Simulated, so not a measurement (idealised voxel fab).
Process module heading - voxel self aligned vias
cross-section cut | 230 nm wide | cells 5 nm
Throughout this document, each cross-section is represented as a grid of square cells and is presented as a sequence of bands enumerated from the top downward, where a band comprises one or more rows of cells. For a band, the entry starts with two heights in nm, that of the top and then that of the bottom, and carries on with the band's materials in order from left to right, each alongside its width in nm; the word "full width" beside a single material means it fills the band edge to edge, and "empty" means empty space. Height datum 0, below which the as-received substrate wafer is one material. Lowest band open at the bottom, running downward: "z 0 and below". With a width like "30 to 40", each row of cells in the band differs from the next by the same amount, the top row carrying the first number and the bottom row the second. Take "remains unaltered" at face value: in the step it is given for, the cross-section changed in none of its cells. Empty spaces counting at least 8 cells and having no open way to the top are listed in "Sealed cavities". The notation width x height at distance is used for each, the distance being from the left edge and all three values in nm. That trailing text on a step's line, after the settings, is the simulator's own remark on the step. The "overlay nm" setting may appear on a step's line; for a step that uses a mask, it gives how far to the right of its planned position the mask lay, and a negative value indicates the left.

Planned step list for the process:
1. RECEIVE,material Si
2. CONFORMAL_DEP,material SiO2,thk nm 10
3. CONFORMAL_DEP,material SiCN,thk nm 5
4. DIRECTIONAL_DEP,material SiO2,thk nm 30
5. DIRECTIONAL_DEP,material aC,thk nm 15
6. PATTERN,tone open,mask id LINES,material resist,width nm 25,pitch nm 55,thk nm 30,overlay nm 0
7. DIRECTIONAL_ETCH,etch materials aC,depth nm 15
8. STRIP,etch materials resist
9. DIRECTIONAL_ETCH,etch materials SiO2,depth nm 30
10. STRIP,etch materials aC
11. CONFORMAL_DEP,material TiN,thk nm 5
12. FILL_DEP,material W,thk nm 5
13. CMP,height nm 45
14. SELECTIVE_ETCH,etch materials W Ru TiN,depth nm 10
15. FILL_DEP,material SiN,thk nm 5
16. CMP,height nm 45
17. DIRECTIONAL_DEP,material SiO2,thk nm 15
18. DIRECTIONAL_DEP,material aC,thk nm 10
19. PATTERN,tone open,mask id VIAS,material resist,width nm 35,pitch nm 55,thk nm 25,overlay nm 0
20. DIRECTIONAL_ETCH,etch materials aC,depth nm 10
21. STRIP,etch materials resist
22. DIRECTIONAL_ETCH,etch materials SiO2,depth nm 15
23. DIRECTIONAL_ETCH,etch materials SiN,depth nm 10
24. STRIP,etch materials aC
25. CONFORMAL_DEP,material TiN,thk nm 5
26. FILL_DEP,material Ru,thk nm 5
27. CMP,height nm 60
28. CONFORMAL_DEP,material SiCN,thk nm 5

First of two wafers, with the run carried out as planned:

Wafer at receipt (post step 1), cross-section:
* z 0 and below  Si full width
* Sealed cavities: none

Wafer after step 2 (cross-section):
* z 10 to 0  SiO2 full width
* For the remainder of the cross-section, below 0, there is no change.

Wafer after step 3 (cross-section):
* z 15 to 10  SiCN full width
* For the remainder of the cross-section, below 10, there is no change.

Wafer after step 4 (cross-section):
* z 45 to 15  SiO2 full width
* For the remainder of the cross-section, below 15, there is no change.

Wafer after step 5 (cross-section):
* z 60 to 45  aC full width
* For the remainder of the cross-section, below 45, there is no change.

Wafer after step 6 (cross-section):
* z 90 to 60  45 resist  25 empty  30 resist  25 empty  30 resist  25 empty  50 resist
* For the remainder of the cross-section, below 60, there is no change.

Wafer after step 7 (cross-section):
* z 75 to 60  45 resist  25 empty  30 resist  25 empty  30 resist  25 empty  50 resist
* z 60 to 45  45 aC  25 empty  30 aC  25 empty  30 aC  25 empty  50 aC
* For the remainder of the cross-section, below 45, there is no change.

Wafer after step 8 (cross-section):
* z 60 to 45  45 aC  25 empty  30 aC  25 empty  30 aC  25 empty  50 aC
* For the remainder of the cross-section, below 45, there is no change.

Wafer after step 9 (cross-section):
* z 60 to 45  45 aC  25 empty  30 aC  25 empty  30 aC  25 empty  50 aC
* z 45 to 15  45 SiO2  25 empty  30 SiO2  25 empty  30 SiO2  25 empty  50 SiO2
* For the remainder of the cross-section, below 15, there is no change.

Wafer after step 10 (cross-section):
* z 45 to 15  45 SiO2  25 empty  30 SiO2  25 empty  30 SiO2  25 empty  50 SiO2
* For the remainder of the cross-section, below 15, there is no change.

Wafer after step 11 (cross-section):
* z 50 to 45  50 TiN  15 empty  40 TiN  15 empty  40 TiN  15 empty  55 TiN
* z 45 to 20  45 SiO2  5 TiN  15 empty  5 TiN  30 SiO2  5 TiN  15 empty  5 TiN  30 SiO2  5 TiN  15 empty  5 TiN  50 SiO2
* z 20 to 15  45 SiO2  25 TiN  30 SiO2  25 TiN  30 SiO2  25 TiN  50 SiO2
* For the remainder of the cross-section, below 15, there is no change.

Wafer after step 12 (cross-section):
* z 55 to 50  W full width
* z 50 to 45  50 TiN  15 W  40 TiN  15 W  40 TiN  15 W  55 TiN
* z 45 to 20  45 SiO2  5 TiN  15 W  5 TiN  30 SiO2  5 TiN  15 W  5 TiN  30 SiO2  5 TiN  15 W  5 TiN  50 SiO2
* For the remainder of the cross-section, below 20, there is no change.

Wafer after step 13 (cross-section):
* z 45 to 20  45 SiO2  5 TiN  15 W  5 TiN  30 SiO2  5 TiN  15 W  5 TiN  30 SiO2  5 TiN  15 W  5 TiN  50 SiO2
* For the remainder of the cross-section, below 20, there is no change.

Wafer after step 14 (cross-section):
* z 45 to 35  45 SiO2  25 empty  30 SiO2  25 empty  30 SiO2  25 empty  50 SiO2
* For the remainder of the cross-section, below 35, there is no change.

Wafer after step 15 (cross-section):
* z 50 to 45  SiN full width
* z 45 to 35  45 SiO2  25 SiN  30 SiO2  25 SiN  30 SiO2  25 SiN  50 SiO2
* For the remainder of the cross-section, below 35, there is no change.

Wafer after step 16 (cross-section):
* z 45 to 35  45 SiO2  25 SiN  30 SiO2  25 SiN  30 SiO2  25 SiN  50 SiO2
* For the remainder of the cross-section, below 35, there is no change.

Wafer after step 17 (cross-section):
* z 60 to 45  SiO2 full width
* For the remainder of the cross-section, below 45, there is no change.

Wafer after step 18 (cross-section):
* z 70 to 60  aC full width
* For the remainder of the cross-section, below 60, there is no change.

Wafer after step 19 (cross-section):
* z 95 to 70  40 resist  35 empty  20 resist  35 empty  20 resist  35 empty  45 resist
* For the remainder of the cross-section, below 70, there is no change.

Wafer after step 20 (cross-section):
* z 85 to 70  40 resist  35 empty  20 resist  35 empty  20 resist  35 empty  45 resist
* z 70 to 60  40 aC  35 empty  20 aC  35 empty  20 aC  35 empty  45 aC
* For the remainder of the cross-section, below 60, there is no change.

Wafer after step 21 (cross-section):
* z 70 to 60  40 aC  35 empty  20 aC  35 empty  20 aC  35 empty  45 aC
* For the remainder of the cross-section, below 60, there is no change.

Wafer after step 22 (cross-section):
* z 70 to 60  40 aC  35 empty  20 aC  35 empty  20 aC  35 empty  45 aC
* z 60 to 45  40 SiO2  35 empty  20 SiO2  35 empty  20 SiO2  35 empty  45 SiO2
* For the remainder of the cross-section, below 45, there is no change.

Wafer after step 23 (cross-section):
* z 70 to 60  40 aC  35 empty  20 aC  35 empty  20 aC  35 empty  45 aC
* z 60 to 45  40 SiO2  35 empty  20 SiO2  35 empty  20 SiO2  35 empty  45 SiO2
* z 45 to 35  45 SiO2  25 empty  30 SiO2  25 empty  30 SiO2  25 empty  50 SiO2
* For the remainder of the cross-section, below 35, there is no change.

Wafer after step 24 (cross-section):
* z 60 to 45  40 SiO2  35 empty  20 SiO2  35 empty  20 SiO2  35 empty  45 SiO2
* For the remainder of the cross-section, below 45, there is no change.

Wafer after step 25 (cross-section):
* z 65 to 60  45 TiN  25 empty  30 TiN  25 empty  30 TiN  25 empty  50 TiN
* z 60 to 50  40 SiO2  5 TiN  25 empty  5 TiN  20 SiO2  5 TiN  25 empty  5 TiN  20 SiO2  5 TiN  25 empty  5 TiN  45 SiO2
* z 50 to 40  40 to 45 SiO2  10 to 5 TiN  15 empty  10 to 5 TiN  20 to 30 SiO2  10 to 5 TiN  15 empty  10 to 5 TiN  20 to 30 SiO2  10 to 5 TiN  15 empty  10 to 5 TiN  45 to 50 SiO2
* z 40 to 35  45 SiO2  25 TiN  30 SiO2  25 TiN  30 SiO2  25 TiN  50 SiO2
* For the remainder of the cross-section, below 35, there is no change.

Wafer after step 26 (cross-section):
* z 70 to 65  Ru full width
* z 65 to 60  45 TiN  25 Ru  30 TiN  25 Ru  30 TiN  25 Ru  50 TiN
* z 60 to 50  40 SiO2  5 TiN  25 Ru  5 TiN  20 SiO2  5 TiN  25 Ru  5 TiN  20 SiO2  5 TiN  25 Ru  5 TiN  45 SiO2
* z 50 to 40  40 to 45 SiO2  10 to 5 TiN  15 Ru  10 to 5 TiN  20 to 30 SiO2  10 to 5 TiN  15 Ru  10 to 5 TiN  20 to 30 SiO2  10 to 5 TiN  15 Ru  10 to 5 TiN  45 to 50 SiO2
* For the remainder of the cross-section, below 40, there is no change.

Wafer after step 27 (cross-section):
* z 60 to 50  40 SiO2  5 TiN  25 Ru  5 TiN  20 SiO2  5 TiN  25 Ru  5 TiN  20 SiO2  5 TiN  25 Ru  5 TiN  45 SiO2
* For the remainder of the cross-section, below 50, there is no change.

Wafer after step 28 (cross-section):
* z 65 to 60  SiCN full width
* For the remainder of the cross-section, below 60, there is no change.

Wafer two. Same start, same plan, one slip in execution. Same as wafer one through step 2, inclusive:

At the planned end of step 3, the second wafer in cross-section: remains unaltered

At the planned end of step 4, the second wafer in cross-section:
* z 40 to 0  SiO2 full width
* For the remainder of the cross-section, below 0, there is no change.

At the planned end of step 5, the second wafer in cross-section:
* z 55 to 40  aC full width
* For the remainder of the cross-section, below 40, there is no change.

At the planned end of step 6, the second wafer in cross-section:
* z 85 to 55  45 resist  25 empty  30 resist  25 empty  30 resist  25 empty  50 resist
* For the remainder of the cross-section, below 55, there is no change.

At the planned end of step 7, the second wafer in cross-section:
* z 70 to 55  45 resist  25 empty  30 resist  25 empty  30 resist  25 empty  50 resist
* z 55 to 40  45 aC  25 empty  30 aC  25 empty  30 aC  25 empty  50 aC
* For the remainder of the cross-section, below 40, there is no change.

At the planned end of step 8, the second wafer in cross-section:
* z 55 to 40  45 aC  25 empty  30 aC  25 empty  30 aC  25 empty  50 aC
* For the remainder of the cross-section, below 40, there is no change.

At the planned end of step 9, the second wafer in cross-section:
* z 55 to 40  45 aC  25 empty  30 aC  25 empty  30 aC  25 empty  50 aC
* z 40 to 10  45 SiO2  25 empty  30 SiO2  25 empty  30 SiO2  25 empty  50 SiO2
* For the remainder of the cross-section, below 10, there is no change.

At the planned end of step 10, the second wafer in cross-section:
* z 40 to 10  45 SiO2  25 empty  30 SiO2  25 empty  30 SiO2  25 empty  50 SiO2
* For the remainder of the cross-section, below 10, there is no change.

At the planned end of step 11, the second wafer in cross-section:
* z 45 to 40  50 TiN  15 empty  40 TiN  15 empty  40 TiN  15 empty  55 TiN
* z 40 to 15  45 SiO2  5 TiN  15 empty  5 TiN  30 SiO2  5 TiN  15 empty  5 TiN  30 SiO2  5 TiN  15 empty  5 TiN  50 SiO2
* z 15 to 10  45 SiO2  25 TiN  30 SiO2  25 TiN  30 SiO2  25 TiN  50 SiO2
* For the remainder of the cross-section, below 10, there is no change.

At the planned end of step 12, the second wafer in cross-section:
* z 50 to 45  W full width
* z 45 to 40  50 TiN  15 W  40 TiN  15 W  40 TiN  15 W  55 TiN
* z 40 to 15  45 SiO2  5 TiN  15 W  5 TiN  30 SiO2  5 TiN  15 W  5 TiN  30 SiO2  5 TiN  15 W  5 TiN  50 SiO2
* For the remainder of the cross-section, below 15, there is no change.

At the planned end of step 13, the second wafer in cross-section:
* z 45 to 40  50 TiN  15 W  40 TiN  15 W  40 TiN  15 W  55 TiN
* For the remainder of the cross-section, below 40, there is no change.

At the planned end of step 14, the second wafer in cross-section:
* z 40 to 35  45 SiO2  25 empty  30 SiO2  25 empty  30 SiO2  25 empty  50 SiO2
* For the remainder of the cross-section, below 35, there is no change.

At the planned end of step 15, the second wafer in cross-section:
* z 45 to 40  SiN full width
* z 40 to 35  45 SiO2  25 SiN  30 SiO2  25 SiN  30 SiO2  25 SiN  50 SiO2
* For the remainder of the cross-section, below 35, there is no change.

At the planned end of step 16, the second wafer in cross-section: remains unaltered

At the planned end of step 17, the second wafer in cross-section:
* z 60 to 45  SiO2 full width
* For the remainder of the cross-section, below 45, there is no change.

At the planned end of step 18, the second wafer in cross-section:
* z 70 to 60  aC full width
* For the remainder of the cross-section, below 60, there is no change.

At the planned end of step 19, the second wafer in cross-section:
* z 95 to 70  40 resist  35 empty  20 resist  35 empty  20 resist  35 empty  45 resist
* For the remainder of the cross-section, below 70, there is no change.

At the planned end of step 20, the second wafer in cross-section:
* z 85 to 70  40 resist  35 empty  20 resist  35 empty  20 resist  35 empty  45 resist
* z 70 to 60  40 aC  35 empty  20 aC  35 empty  20 aC  35 empty  45 aC
* For the remainder of the cross-section, below 60, there is no change.

At the planned end of step 21, the second wafer in cross-section:
* z 70 to 60  40 aC  35 empty  20 aC  35 empty  20 aC  35 empty  45 aC
* For the remainder of the cross-section, below 60, there is no change.

At the planned end of step 22, the second wafer in cross-section:
* z 70 to 60  40 aC  35 empty  20 aC  35 empty  20 aC  35 empty  45 aC
* z 60 to 45  40 SiO2  35 empty  20 SiO2  35 empty  20 SiO2  35 empty  45 SiO2
* For the remainder of the cross-section, below 45, there is no change.

At the planned end of step 23, the second wafer in cross-section:
* z 70 to 60  40 aC  35 empty  20 aC  35 empty  20 aC  35 empty  45 aC
* z 60 to 45  40 SiO2  35 empty  20 SiO2  35 empty  20 SiO2  35 empty  45 SiO2
* z 45 to 40  40 SiN  35 empty  20 SiN  35 empty  20 SiN  35 empty  45 SiN
* z 40 to 35  45 SiO2  25 empty  30 SiO2  25 empty  30 SiO2  25 empty  50 SiO2
* For the remainder of the cross-section, below 35, there is no change.

At the planned end of step 24, the second wafer in cross-section:
* z 60 to 45  40 SiO2  35 empty  20 SiO2  35 empty  20 SiO2  35 empty  45 SiO2
* For the remainder of the cross-section, below 45, there is no change.

At the planned end of step 25, the second wafer in cross-section:
* z 65 to 60  45 TiN  25 empty  30 TiN  25 empty  30 TiN  25 empty  50 TiN
* z 60 to 45  40 SiO2  5 TiN  25 empty  5 TiN  20 SiO2  5 TiN  25 empty  5 TiN  20 SiO2  5 TiN  25 empty  5 TiN  45 SiO2
* z 45 to 40  40 SiN  10 TiN  15 empty  10 TiN  20 SiN  10 TiN  15 empty  10 TiN  20 SiN  10 TiN  15 empty  10 TiN  45 SiN
* z 40 to 35  45 SiO2  25 TiN  30 SiO2  25 TiN  30 SiO2  25 TiN  50 SiO2
* For the remainder of the cross-section, below 35, there is no change.

At the planned end of step 26, the second wafer in cross-section:
* z 70 to 65  Ru full width
* z 65 to 60  45 TiN  25 Ru  30 TiN  25 Ru  30 TiN  25 Ru  50 TiN
* z 60 to 45  40 SiO2  5 TiN  25 Ru  5 TiN  20 SiO2  5 TiN  25 Ru  5 TiN  20 SiO2  5 TiN  25 Ru  5 TiN  45 SiO2
* z 45 to 40  40 SiN  10 TiN  15 Ru  10 TiN  20 SiN  10 TiN  15 Ru  10 TiN  20 SiN  10 TiN  15 Ru  10 TiN  45 SiN
* For the remainder of the cross-section, below 40, there is no change.

At the planned end of step 27, the second wafer in cross-section:
* z 60 to 45  40 SiO2  5 TiN  25 Ru  5 TiN  20 SiO2  5 TiN  25 Ru  5 TiN  20 SiO2  5 TiN  25 Ru  5 TiN  45 SiO2
* For the remainder of the cross-section, below 45, there is no change.

At the planned end of step 28, the second wafer in cross-section:
* z 65 to 60  SiCN full width
* For the remainder of the cross-section, below 60, there is no change.
What broke from the plan during processing? step 3 of the plan was bypassed and not carried out
FYI, end of process, the second wafer has more or fewer cells of some materials than the first: 6 more of Ru; 46 fewer of SiCN; 25 more of SiN; 6 more of TiN; 9 more of W
